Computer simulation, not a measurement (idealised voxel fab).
process module | voxel lift off
cross-section cut | 270 nm wide | cells 5 nm
A cross-section is a grid of square cells, given in bands from the top down. A band is one or more rows of cells.
Each band's line starts with the height of the band's top and of its bottom, in nm. Then come its materials from left to right, each with its width in nm. One material with "throughout" fills the band from edge to edge. "air" is empty space.
Height 0 is the level under which the wafer as received is all one material. The lowest band goes on downwards, as in "0 down".
A width such as "30 to 40" changes by the same amount from each row of cells to the next, from the band's top row to its bottom row.
"no change" after a step means that no cell of the cross-section changed.
closed voids: empty space of 8 cells or more with no open way to the top, each as width x height at its distance from the left edge, in nm
after a step's settings: what the simulator itself notes on the step
overlay nm, on a step with a mask: how far to the right of its planned place the mask lay; to the left if negative
plan
1 op RECEIVE | material Si
2 op CONFORMAL_DEP | material SiO2 | thk nm 5
3 op PATTERN | tone open | mask id LINES | material resist | width nm 15 | pitch nm 45 | thk nm 30 | overlay nm -15
4 op DIRECTIONAL_DEP | material Ru | thk nm 15
5 op STRIP | etch materials resist
6 op CONFORMAL_DEP | material SiCN | thk nm 5
varied across the wafers: overlay nm of step 3. The plan shows the first wafer's value. All wafers start alike
first wafer as received, after step 1
  0 down: Si throughout
  closed voids: none
each wafer at the end: cells of each material gained (+) or lost (-) since it was received, then its closed voids
overlay nm -15 | +27 Ru | +72 SiCN | +54 SiO2 | closed voids: none
overlay nm -10 | +27 Ru | +72 SiCN | +54 SiO2 | closed voids: none
overlay nm -5 | +27 Ru | +72 SiCN | +54 SiO2 | closed voids: none
overlay nm 0 | +27 Ru | +72 SiCN | +54 SiO2 | closed voids: none
overlay nm 5 | +27 Ru | +72 SiCN | +54 SiO2 | closed voids: none
overlay nm 10 | +27 Ru | +72 SiCN | +54 SiO2 | closed voids: none
overlay nm 15 | +27 Ru | +72 SiCN | +54 SiO2 | closed voids: none
